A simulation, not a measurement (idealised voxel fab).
You're looking at the process module voxel transistor to metal.
It is cross-section cut that appears here, measuring 210 nm in width, its square cells being 5 nm in size.
Heads up, the way a cross-section reads in here is a grid of square cells, handed over as bands from the top down, with every band being one or more rows of cells. The entry gives the band's vertical extent as a top height and a bottom height in nm, then its horizontal make-up as materials from left to right, each with a width in nm. "air" stands for empty space; a single material marked "all across" fills the band edge to edge. Note: height 0 marks the level under which the wafer is uniformly one material as received. Lowest band unbounded below, written "0..down". Graded width ("30 to 40"): value in top row of band = first number; value in bottom row = second number; row-to-row change constant. "remained the same" -> step changed no cross-section cell. "Trapped voids": sealed empty spaces, 8 cells or more, no open way to top, listed width x height at distance, with distance from the left edge and width, height and distance in nm. It should be noted that, on the line of a given step, the content following the step's settings is a remark produced by the simulator itself with respect to that step. The setting "overlay nm" may be written on the line of a step. When the step uses a mask, the value reports how far to the right of the planned place the mask lay, and a negative value reports that it lay to the left.
### plan
1. op RECEIVE | material Si
2. op CONFORMAL_DEP | material SiO2 | thk nm 5
3. op CONFORMAL_DEP | material SiN | thk nm 10
4. op MASKED_ETCH | tone cover | mask id ACTIVE | width nm 115 | etch materials SiN | depth nm 10 | overlay nm 0
5. op MASKED_ETCH | tone cover | mask id ACTIVE | width nm 115 | etch materials SiO2 | depth nm 5 | overlay nm 0
6. op MASKED_ETCH | tone cover | mask id ACTIVE | width nm 115 | etch materials Si | depth nm 35 | overlay nm 0
7. op OXIDIZE | depth nm 5
8. op FILL_DEP | material SiO2 | thk nm 15
9. op CMP | height nm 15
10. op SELECTIVE_ETCH | etch materials SiO2 | depth nm 5
11. op STRIP | etch materials SiN
12. op SELECTIVE_ETCH | etch materials SiO2 | depth nm 5
13. op OXIDIZE | depth nm 5
14. op DIRECTIONAL_DEP | material polySi | thk nm 30
15. op DIRECTIONAL_DEP | material SiCN | thk nm 10
16. op PATTERN | tone cover | mask id GATE | material resist | width nm 25 | thk nm 15 | overlay nm 0
17. op DIRECTIONAL_ETCH | etch materials SiCN | depth nm 20
18. op DIRECTIONAL_ETCH | etch materials polySi | depth nm 40
19. op STRIP | etch materials resist
20. op CONFORMAL_DEP | material SiN | thk nm 10
21. op DIRECTIONAL_ETCH | etch materials SiN | depth nm 10
22. op DIRECTIONAL_ETCH | etch materials SiO2 | depth nm 5
23. op EPI | material nSi | thk nm 5
24. op FILL_DEP | material SiO2 | thk nm 5
25. op CMP | height nm 40
26. op DIRECTIONAL_DEP | material SiO2 | thk nm 10
27. op DIRECTIONAL_DEP | material aC | thk nm 10
28. op PATTERN | tone open | mask id CONTACT | material resist | width nm 20 | pitch nm 75 | thk nm 30 | overlay nm 0
29. op DIRECTIONAL_ETCH | etch materials aC | depth nm 10
30. op STRIP | etch materials resist
31. op DIRECTIONAL_ETCH | etch materials SiO2 | depth nm 50
32. op STRIP | etch materials aC
33. op CONFORMAL_DEP | material TiN | thk nm 5
34. op FILL_DEP | material Ru | thk nm 5
35. op CMP | height nm 50
36. op CONFORMAL_DEP | material SiCN | thk nm 5
37. op DIRECTIONAL_DEP | material lowk | thk nm 15
38. op PATTERN | tone open | mask id METAL_1 | material resist | width nm 20 | pitch nm 75 | thk nm 20 | overlay nm 0
39. op DIRECTIONAL_ETCH | etch materials lowk | depth nm 15
40. op DIRECTIONAL_ETCH | etch materials SiCN | depth nm 5
41. op STRIP | etch materials resist
42. op CONFORMAL_DEP | material TiN | thk nm 5
43. op FILL_DEP | material W | thk nm 5
44. op CMP | height nm 70
45. op CONFORMAL_DEP | material SiN | thk nm 5
### First of two wafers - as planned
### Delivered wafer in cross-section: state after step 1
> 0..down | Si all across
> Trapped voids: none
### Cross-section of the wafer after step 2
> 5..0 | SiO2 all across
> Heights below 0 show no change.
### Cross-section of the wafer after step 3
> 15..5 | SiN all across
> Heights below 5 show no change.
### Cross-section of the wafer after step 4
> 15..5 | air (45) / SiN (115) / air (50)
> Heights below 5 show no change.
### Cross-section of the wafer after step 5
> 15..5 | air (45) / SiN (115) / air (50)
> 5..0 | air (45) / SiO2 (115) / air (50)
> Heights below 0 show no change.
### Cross-section of the wafer after step 6
> 15..5 | air (45) / SiN (115) / air (50)
> 5..0 | air (45) / SiO2 (115) / air (50)
> 0..-35 | air (45) / Si (115) / air (50)
> Heights below -35 show no change.
### Cross-section of the wafer after step 7
> 15..5 | air (45) / SiN (115) / air (50)
> 5..0 | air (45) / SiO2 (115) / air (50)
> 0..-35 | air (45) / SiO2 (5) / Si (105) / SiO2 (5) / air (50)
> -35..-40 | SiO2 (50) / Si (105) / SiO2 (55)
> Heights below -40 show no change.
### Cross-section of the wafer after step 8
> 30..15 | SiO2 all across
> 15..5 | SiO2 (45) / SiN (115) / SiO2 (50)
> 5..0 | SiO2 all across
> 0..-40 | SiO2 (50) / Si (105) / SiO2 (55)
> Heights below -40 show no change.
### Cross-section of the wafer after step 9
> 15..5 | SiO2 (45) / SiN (115) / SiO2 (50)
> Heights below 5 show no change.
### Cross-section of the wafer after step 10
> 15..10 | air (45) / SiN (115) / air (50)
> Heights below 10 show no change.
### Cross-section of the wafer after step 11
> 10..5 | SiO2 (45) / air (115) / SiO2 (50)
> Heights below 5 show no change.
### Cross-section of the wafer after step 12
> 5..0 | SiO2 (40) / air (125) / SiO2 (45)
> Heights below 0 show no change.
### Cross-section of the wafer after step 13
> 5..0 | SiO2 (40) / air (125) / SiO2 (45)
> 0..-5 | SiO2 all across
> Heights below -5 show no change.
### Cross-section of the wafer after step 14
> 35..30 | polySi (40) / air (125) / polySi (45)
> 30..5 | polySi all across
> 5..0 | SiO2 (40) / polySi (125) / SiO2 (45)
> Heights below 0 show no change.
### Cross-section of the wafer after step 15
> 45..40 | SiCN (40) / air (125) / SiCN (45)
> 40..35 | SiCN all across
> 35..30 | polySi (40) / SiCN (125) / polySi (45)
> Heights below 30 show no change.
### Cross-section of the wafer after step 16
> 60..45 | air (90) / resist (25) / air (95)
> 45..40 | SiCN (40) / air (50) / resist (25) / air (50) / SiCN (45)
> Heights below 40 show no change.
### Cross-section of the wafer after step 17
> 60..40 | air (90) / resist (25) / air (95)
> 40..35 | air (90) / SiCN (25) / air (95)
> 35..30 | polySi (40) / air (50) / SiCN (25) / air (50) / polySi (45)
> Heights below 30 show no change.
### Cross-section of the wafer after step 18
> 60..40 | air (90) / resist (25) / air (95)
> 40..30 | air (90) / SiCN (25) / air (95)
> 30..5 | air (90) / polySi (25) / air (95)
> 5..0 | SiO2 (40) / air (50) / polySi (25) / air (50) / SiO2 (45)
> Heights below 0 show no change.
### Cross-section of the wafer after step 19
> 40..30 | air (90) / SiCN (25) / air (95)
> Heights below 30 show no change.
### Cross-section of the wafer after step 20
> 50..40 | air (80) / SiN (45) / air (85)
> 40..30 | air (80) / SiN (10) / SiCN (25) / SiN (10) / air (85)
> 30..15 | air (80) / SiN (10) / polySi (25) / SiN (10) / air (85)
> 15..10 | SiN (50) / air (30) / SiN (10) / polySi (25) / SiN (10) / air (30) / SiN (55)
> 10..5 | SiN (90) / polySi (25) / SiN (95)
> 5..0 | SiO2 (40) / SiN (50) / polySi (25) / SiN (50) / SiO2 (45)
> Heights below 0 show no change.
### Cross-section of the wafer after step 21
> 40..30 | air (80) / SiN (10) / SiCN (25) / SiN (10) / air (85)
> 30..5 | air (80) / SiN (10) / polySi (25) / SiN (10) / air (85)
> 5..0 | SiO2 (40) / SiN (10) / air (30) / SiN (10) / polySi (25) / SiN (10) / air (30) / SiN (10) / SiO2 (45)
> Heights below 0 show no change.
### Cross-section of the wafer after step 22
> 40..30 | air (80) / SiN (10) / SiCN (25) / SiN (10) / air (85)
> 30..5 | air (80) / SiN (10) / polySi (25) / SiN (10) / air (85)
> 5..0 | air (40) / SiN (10) / air (30) / SiN (10) / polySi (25) / SiN (10) / air (30) / SiN (10) / air (45)
> 0..-5 | SiO2 (50) / air (30) / SiO2 (45) / air (30) / SiO2 (55)
> Heights below -5 show no change.
### Cross-section of the wafer after step 23
> 40..30 | air (80) / SiN (10) / SiCN (25) / SiN (10) / air (85)
> 30..5 | air (80) / SiN (10) / polySi (25) / SiN (10) / air (85)
> 5..0 | air (40) / SiN (10) / air (30) / SiN (10) / polySi (25) / SiN (10) / air (30) / SiN (10) / air (45)
> 0..-5 | SiO2 (50) / nSi (30) / SiO2 (45) / nSi (30) / SiO2 (55)
> Heights below -5 show no change.
### Cross-section of the wafer after step 24
> 45..40 | SiO2 all across
> 40..30 | SiO2 (80) / SiN (10) / SiCN (25) / SiN (10) / SiO2 (85)
> 30..5 | SiO2 (80) / SiN (10) / polySi (25) / SiN (10) / SiO2 (85)
> 5..0 | SiO2 (40) / SiN (10) / SiO2 (30) / SiN (10) / polySi (25) / SiN (10) / SiO2 (30) / SiN (10) / SiO2 (45)
> Heights below 0 show no change.
### Cross-section of the wafer after step 25
> 40..30 | SiO2 (80) / SiN (10) / SiCN (25) / SiN (10) / SiO2 (85)
> Heights below 30 show no change.
### Cross-section of the wafer after step 26
> 50..40 | SiO2 all across
> Heights below 40 show no change.
### Cross-section of the wafer after step 27
> 60..50 | aC all across
> Heights below 50 show no change.
### Cross-section of the wafer after step 28
> 90..60 | resist (55) / air (20) / resist (55) / air (20) / resist (60)
> Heights below 60 show no change.
### Cross-section of the wafer after step 29
> 80..60 | resist (55) / air (20) / resist (55) / air (20) / resist (60)
> 60..50 | aC (55) / air (20) / aC (55) / air (20) / aC (60)
> Heights below 50 show no change.
### Cross-section of the wafer after step 30
> 60..50 | aC (55) / air (20) / aC (55) / air (20) / aC (60)
> Heights below 50 show no change.
### Cross-section of the wafer after step 31
> 60..50 | aC (55) / air (20) / aC (55) / air (20) / aC (60)
> 50..40 | SiO2 (55) / air (20) / SiO2 (55) / air (20) / SiO2 (60)
> 40..30 | SiO2 (55) / air (20) / SiO2 (5) / SiN (10) / SiCN (25) / SiN (10) / SiO2 (5) / air (20) / SiO2 (60)
> 30..5 | SiO2 (55) / air (20) / SiO2 (5) / SiN (10) / polySi (25) / SiN (10) / SiO2 (5) / air (20) / SiO2 (60)
> 5..0 | SiO2 (40) / SiN (10) / SiO2 (5) / air (20) / SiO2 (5) / SiN (10) / polySi (25) / SiN (10) / SiO2 (5) / air (20) / SiO2 (5) / SiN (10) / SiO2 (45)
> Heights below 0 show no change.
### Cross-section of the wafer after step 32
> 50..40 | SiO2 (55) / air (20) / SiO2 (55) / air (20) / SiO2 (60)
> Heights below 40 show no change.
### Cross-section of the wafer after step 33
> 55..50 | TiN (60) / air (10) / TiN (65) / air (10) / TiN (65)
> 50..40 | SiO2 (55) / TiN (5) / air (10) / TiN (5) / SiO2 (55) / TiN (5) / air (10) / TiN (5) / SiO2 (60)
> 40..30 | SiO2 (55) / TiN (5) / air (10) / TiN (5) / SiO2 (5) / SiN (10) / SiCN (25) / SiN (10) / SiO2 (5) / TiN (5) / air (10) / TiN (5) / SiO2 (60)
> 30..5 | SiO2 (55) / TiN (5) / air (10) / TiN (5) / SiO2 (5) / SiN (10) / polySi (25) / SiN (10) / SiO2 (5) / TiN (5) / air (10) / TiN (5) / SiO2 (60)
> 5..0 | SiO2 (40) / SiN (10) / SiO2 (5) / TiN (20) / SiO2 (5) / SiN (10) / polySi (25) / SiN (10) / SiO2 (5) / TiN (20) / SiO2 (5) / SiN (10) / SiO2 (45)
> Heights below 0 show no change.
### Cross-section of the wafer after step 34
> 60..55 | Ru all across
> 55..50 | TiN (60) / Ru (10) / TiN (65) / Ru (10) / TiN (65)
> 50..40 | SiO2 (55) / TiN (5) / Ru (10) / TiN (5) / SiO2 (55) / TiN (5) / Ru (10) / TiN (5) / SiO2 (60)
> 40..30 | SiO2 (55) / TiN (5) / Ru (10) / TiN (5) / SiO2 (5) / SiN (10) / SiCN (25) / SiN (10) / SiO2 (5) / TiN (5) / Ru (10) / TiN (5) / SiO2 (60)
> 30..5 | SiO2 (55) / TiN (5) / Ru (10) / TiN (5) / SiO2 (5) / SiN (10) / polySi (25) / SiN (10) / SiO2 (5) / TiN (5) / Ru (10) / TiN (5) / SiO2 (60)
> Heights below 5 show no change.
### Cross-section of the wafer after step 35
> 50..40 | SiO2 (55) / TiN (5) / Ru (10) / TiN (5) / SiO2 (55) / TiN (5) / Ru (10) / TiN (5) / SiO2 (60)
> Heights below 40 show no change.
### Cross-section of the wafer after step 36
> 55..50 | SiCN all across
> Heights below 50 show no change.
### Cross-section of the wafer after step 37
> 70..55 | lowk all across
> Heights below 55 show no change.
### Cross-section of the wafer after step 38
> 90..70 | resist (55) / air (20) / resist (55) / air (20) / resist (60)
> Heights below 70 show no change.
### Cross-section of the wafer after step 39
> 90..70 | resist (55) / air (20) / resist (55) / air (20) / resist (60)
> 70..55 | lowk (55) / air (20) / lowk (55) / air (20) / lowk (60)
> Heights below 55 show no change.
### Cross-section of the wafer after step 40
> 90..70 | resist (55) / air (20) / resist (55) / air (20) / resist (60)
> 70..55 | lowk (55) / air (20) / lowk (55) / air (20) / lowk (60)
> 55..50 | SiCN (55) / air (20) / SiCN (55) / air (20) / SiCN (60)
> Heights below 50 show no change.
### Cross-section of the wafer after step 41
> 70..55 | lowk (55) / air (20) / lowk (55) / air (20) / lowk (60)
> Heights below 55 show no change.
### Cross-section of the wafer after step 42
> 75..70 | TiN (60) / air (10) / TiN (65) / air (10) / TiN (65)
> 70..55 | lowk (55) / TiN (5) / air (10) / TiN (5) / lowk (55) / TiN (5) / air (10) / TiN (5) / lowk (60)
> 55..50 | SiCN (55) / TiN (20) / SiCN (55) / TiN (20) / SiCN (60)
> Heights below 50 show no change.
### Cross-section of the wafer after step 43
> 80..75 | W all across
> 75..70 | TiN (60) / W (10) / TiN (65) / W (10) / TiN (65)
> 70..55 | lowk (55) / TiN (5) / W (10) / TiN (5) / lowk (55) / TiN (5) / W (10) / TiN (5) / lowk (60)
> Heights below 55 show no change.
### Cross-section of the wafer after step 44
> 70..55 | lowk (55) / TiN (5) / W (10) / TiN (5) / lowk (55) / TiN (5) / W (10) / TiN (5) / lowk (60)
> Heights below 55 show no change.
### Cross-section of the wafer after step 45
> 75..70 | SiN all across
> Heights below 70 show no change.
### Notes, second wafer: start = first wafer's, plan = first wafer's, execution had one mistake; history identical to first through step 3
### Cross-section of the second wafer when, according to plan, step 4 should have finished
> 15..5 | SiN (45) / air (115) / SiN (50)
> Heights below 5 show no change.
Cross-section of the second wafer when, according to plan, step 5 should have finished: remained the same
Cross-section of the second wafer when, according to plan, step 6 should have finished: remained the same
Cross-section of the second wafer when, according to plan, step 7 should have finished: remained the same
### Cross-section of the second wafer when, according to plan, step 8 should have finished
> 30..15 | SiO2 all across
> 15..5 | SiN (45) / SiO2 (115) / SiN (50)
> Heights below 5 show no change.
### Cross-section of the second wafer when, according to plan, step 9 should have finished
> 15..5 | SiN (45) / SiO2 (115) / SiN (50)
> Heights below 5 show no change.
### Cross-section of the second wafer when, according to plan, step 10 should have finished
> 15..10 | SiN (45) / air (115) / SiN (50)
> Heights below 10 show no change.
### Cross-section of the second wafer when, according to plan, step 11 should have finished
> 10..5 | air (45) / SiO2 (115) / air (50)
> Heights below 5 show no change.
### Cross-section of the second wafer when, according to plan, step 12 should have finished
> 5..0 | air (50) / SiO2 (105) / air (55)
> Heights below 0 show no change.
### Cross-section of the second wafer when, according to plan, step 13 should have finished
> 5..0 | air (50) / SiO2 (105) / air (55)
> 0..-5 | SiO2 (55) / Si (95) / SiO2 (60)
> Heights below -5 show no change.
### Cross-section of the second wafer when, according to plan, step 14 should have finished
> 35..30 | air (50) / polySi (105) / air (55)
> 30..5 | polySi all across
> 5..0 | polySi (50) / SiO2 (105) / polySi (55)
> Heights below 0 show no change.
### Cross-section of the second wafer when, according to plan, step 15 should have finished
> 45..40 | air (50) / SiCN (105) / air (55)
> 40..35 | SiCN all across
> 35..30 | SiCN (50) / polySi (105) / SiCN (55)
> Heights below 30 show no change.
### Cross-section of the second wafer when, according to plan, step 16 should have finished
> 60..45 | air (90) / resist (25) / air (95)
> Heights below 45 show no change.
### Cross-section of the second wafer when, according to plan, step 17 should have finished
> 60..45 | air (90) / resist (25) / air (95)
> 45..35 | air (90) / SiCN (25) / air (95)
> 35..30 | air (50) / polySi (105) / air (55)
> Heights below 30 show no change.
### Cross-section of the second wafer when, according to plan, step 18 should have finished
> 60..45 | air (90) / resist (25) / air (95)
> 45..35 | air (90) / SiCN (25) / air (95)
> 35..5 | air (90) / polySi (25) / air (95)
> 5..0 | air (50) / SiO2 (105) / air (55)
> Heights below 0 show no change.
### Cross-section of the second wafer when, according to plan, step 19 should have finished
> 45..35 | air (90) / SiCN (25) / air (95)
> Heights below 35 show no change.
### Cross-section of the second wafer when, according to plan, step 20 should have finished
> 55..45 | air (80) / SiN (45) / air (85)
> 45..35 | air (80) / SiN (10) / SiCN (25) / SiN (10) / air (85)
> 35..15 | air (80) / SiN (10) / polySi (25) / SiN (10) / air (85)
> 15..10 | air (40) / SiN (50) / polySi (25) / SiN (50) / air (45)
> 10..5 | SiN (90) / polySi (25) / SiN (95)
> 5..0 | SiN (50) / SiO2 (105) / SiN (55)
> Heights below 0 show no change.
### Cross-section of the second wafer when, according to plan, step 21 should have finished
> 45..35 | air (80) / SiN (10) / SiCN (25) / SiN (10) / air (85)
> 35..5 | air (80) / SiN (10) / polySi (25) / SiN (10) / air (85)
> 5..0 | air (40) / SiN (10) / SiO2 (105) / SiN (10) / air (45)
> Heights below 0 show no change.
### Cross-section of the second wafer when, according to plan, step 22 should have finished
> 45..35 | air (80) / SiN (10) / SiCN (25) / SiN (10) / air (85)
> 35..5 | air (80) / SiN (10) / polySi (25) / SiN (10) / air (85)
> 5..0 | air (40) / SiN (10) / air (30) / SiO2 (45) / air (30) / SiN (10) / air (45)
> 0..-5 | air (40) / SiO2 (15) / Si (95) / SiO2 (15) / air (45)
> Heights below -5 show no change.
### Cross-section of the second wafer when, according to plan, step 23 should have finished
> 45..35 | air (80) / SiN (10) / SiCN (25) / SiN (10) / air (85)
> 35..5 | air (80) / SiN (10) / polySi (25) / SiN (10) / air (85)
> 5..0 | air (40) / SiN (10) / nSi (30) / SiO2 (45) / nSi (30) / SiN (10) / air (45)
> 0..-5 | nSi (40) / SiO2 (15) / Si (95) / SiO2 (15) / nSi (45)
> Heights below -5 show no change.
### Cross-section of the second wafer when, according to plan, step 24 should have finished
> 50..45 | SiO2 all across
> 45..35 | SiO2 (80) / SiN (10) / SiCN (25) / SiN (10) / SiO2 (85)
> 35..5 | SiO2 (80) / SiN (10) / polySi (25) / SiN (10) / SiO2 (85)
> 5..0 | SiO2 (40) / SiN (10) / nSi (30) / SiO2 (45) / nSi (30) / SiN (10) / SiO2 (45)
> Heights below 0 show no change.
### Cross-section of the second wafer when, according to plan, step 25 should have finished
> 40..35 | SiO2 (80) / SiN (10) / SiCN (25) / SiN (10) / SiO2 (85)
> Heights below 35 show no change.
### Cross-section of the second wafer when, according to plan, step 26 should have finished
> 50..40 | SiO2 all across
> Heights below 40 show no change.
### Cross-section of the second wafer when, according to plan, step 27 should have finished
> 60..50 | aC all across
> Heights below 50 show no change.
### Cross-section of the second wafer when, according to plan, step 28 should have finished
> 90..60 | resist (55) / air (20) / resist (55) / air (20) / resist (60)
> Heights below 60 show no change.
### Cross-section of the second wafer when, according to plan, step 29 should have finished
> 80..60 | resist (55) / air (20) / resist (55) / air (20) / resist (60)
> 60..50 | aC (55) / air (20) / aC (55) / air (20) / aC (60)
> Heights below 50 show no change.
### Cross-section of the second wafer when, according to plan, step 30 should have finished
> 60..50 | aC (55) / air (20) / aC (55) / air (20) / aC (60)
> Heights below 50 show no change.
### Cross-section of the second wafer when, according to plan, step 31 should have finished
> 60..50 | aC (55) / air (20) / aC (55) / air (20) / aC (60)
> 50..40 | SiO2 (55) / air (20) / SiO2 (55) / air (20) / SiO2 (60)
> 40..35 | SiO2 (55) / air (20) / SiO2 (5) / SiN (10) / SiCN (25) / SiN (10) / SiO2 (5) / air (20) / SiO2 (60)
> 35..5 | SiO2 (55) / air (20) / SiO2 (5) / SiN (10) / polySi (25) / SiN (10) / SiO2 (5) / air (20) / SiO2 (60)
> Heights below 5 show no change.
### Cross-section of the second wafer when, according to plan, step 32 should have finished
> 50..40 | SiO2 (55) / air (20) / SiO2 (55) / air (20) / SiO2 (60)
> Heights below 40 show no change.
### Cross-section of the second wafer when, according to plan, step 33 should have finished
> 55..50 | TiN (60) / air (10) / TiN (65) / air (10) / TiN (65)
> 50..40 | SiO2 (55) / TiN (5) / air (10) / TiN (5) / SiO2 (55) / TiN (5) / air (10) / TiN (5) / SiO2 (60)
> 40..35 | SiO2 (55) / TiN (5) / air (10) / TiN (5) / SiO2 (5) / SiN (10) / SiCN (25) / SiN (10) / SiO2 (5) / TiN (5) / air (10) / TiN (5) / SiO2 (60)
> 35..10 | SiO2 (55) / TiN (5) / air (10) / TiN (5) / SiO2 (5) / SiN (10) / polySi (25) / SiN (10) / SiO2 (5) / TiN (5) / air (10) / TiN (5) / SiO2 (60)
> 10..5 | SiO2 (55) / TiN (20) / SiO2 (5) / SiN (10) / polySi (25) / SiN (10) / SiO2 (5) / TiN (20) / SiO2 (60)
> Heights below 5 show no change.
### Cross-section of the second wafer when, according to plan, step 34 should have finished
> 60..55 | Ru all across
> 55..50 | TiN (60) / Ru (10) / TiN (65) / Ru (10) / TiN (65)
> 50..40 | SiO2 (55) / TiN (5) / Ru (10) / TiN (5) / SiO2 (55) / TiN (5) / Ru (10) / TiN (5) / SiO2 (60)
> 40..35 | SiO2 (55) / TiN (5) / Ru (10) / TiN (5) / SiO2 (5) / SiN (10) / SiCN (25) / SiN (10) / SiO2 (5) / TiN (5) / Ru (10) / TiN (5) / SiO2 (60)
> 35..10 | SiO2 (55) / TiN (5) / Ru (10) / TiN (5) / SiO2 (5) / SiN (10) / polySi (25) / SiN (10) / SiO2 (5) / TiN (5) / Ru (10) / TiN (5) / SiO2 (60)
> Heights below 10 show no change.
### Cross-section of the second wafer when, according to plan, step 35 should have finished
> 50..40 | SiO2 (55) / TiN (5) / Ru (10) / TiN (5) / SiO2 (55) / TiN (5) / Ru (10) / TiN (5) / SiO2 (60)
> Heights below 40 show no change.
### Cross-section of the second wafer when, according to plan, step 36 should have finished
> 55..50 | SiCN all across
> Heights below 50 show no change.
### Cross-section of the second wafer when, according to plan, step 37 should have finished
> 70..55 | lowk all across
> Heights below 55 show no change.
### Cross-section of the second wafer when, according to plan, step 38 should have finished
> 90..70 | resist (55) / air (20) / resist (55) / air (20) / resist (60)
> Heights below 70 show no change.
### Cross-section of the second wafer when, according to plan, step 39 should have finished
> 90..70 | resist (55) / air (20) / resist (55) / air (20) / resist (60)
> 70..55 | lowk (55) / air (20) / lowk (55) / air (20) / lowk (60)
> Heights below 55 show no change.
### Cross-section of the second wafer when, according to plan, step 40 should have finished
> 90..70 | resist (55) / air (20) / resist (55) / air (20) / resist (60)
> 70..55 | lowk (55) / air (20) / lowk (55) / air (20) / lowk (60)
> 55..50 | SiCN (55) / air (20) / SiCN (55) / air (20) / SiCN (60)
> Heights below 50 show no change.
### Cross-section of the second wafer when, according to plan, step 41 should have finished
> 70..55 | lowk (55) / air (20) / lowk (55) / air (20) / lowk (60)
> Heights below 55 show no change.
### Cross-section of the second wafer when, according to plan, step 42 should have finished
> 75..70 | TiN (60) / air (10) / TiN (65) / air (10) / TiN (65)
> 70..55 | lowk (55) / TiN (5) / air (10) / TiN (5) / lowk (55) / TiN (5) / air (10) / TiN (5) / lowk (60)
> 55..50 | SiCN (55) / TiN (20) / SiCN (55) / TiN (20) / SiCN (60)
> Heights below 50 show no change.
### Cross-section of the second wafer when, according to plan, step 43 should have finished
> 80..75 | W all across
> 75..70 | TiN (60) / W (10) / TiN (65) / W (10) / TiN (65)
> 70..55 | lowk (55) / TiN (5) / W (10) / TiN (5) / lowk (55) / TiN (5) / W (10) / TiN (5) / lowk (60)
> Heights below 55 show no change.
### Cross-section of the second wafer when, according to plan, step 44 should have finished
> 70..55 | lowk (55) / TiN (5) / W (10) / TiN (5) / lowk (55) / TiN (5) / W (10) / TiN (5) / lowk (60)
> Heights below 55 show no change.
### Cross-section of the second wafer when, according to plan, step 45 should have finished
> 75..70 | SiN all across
> Heights below 70 show no change.
Error vs. plan: rather than as planned, step 4 actually ran as op MASKED_ETCH | tone open | mask id ACTIVE | width nm 115 | etch materials SiN | depth nm 10 | overlay nm 0
The final cell counts differ between the wafers, with the second having more or fewer of some materials than the first: -4 Ru, +166 Si, -5 SiCN, -4 SiN, -166 SiO2, -4 TiN, +17 nSi
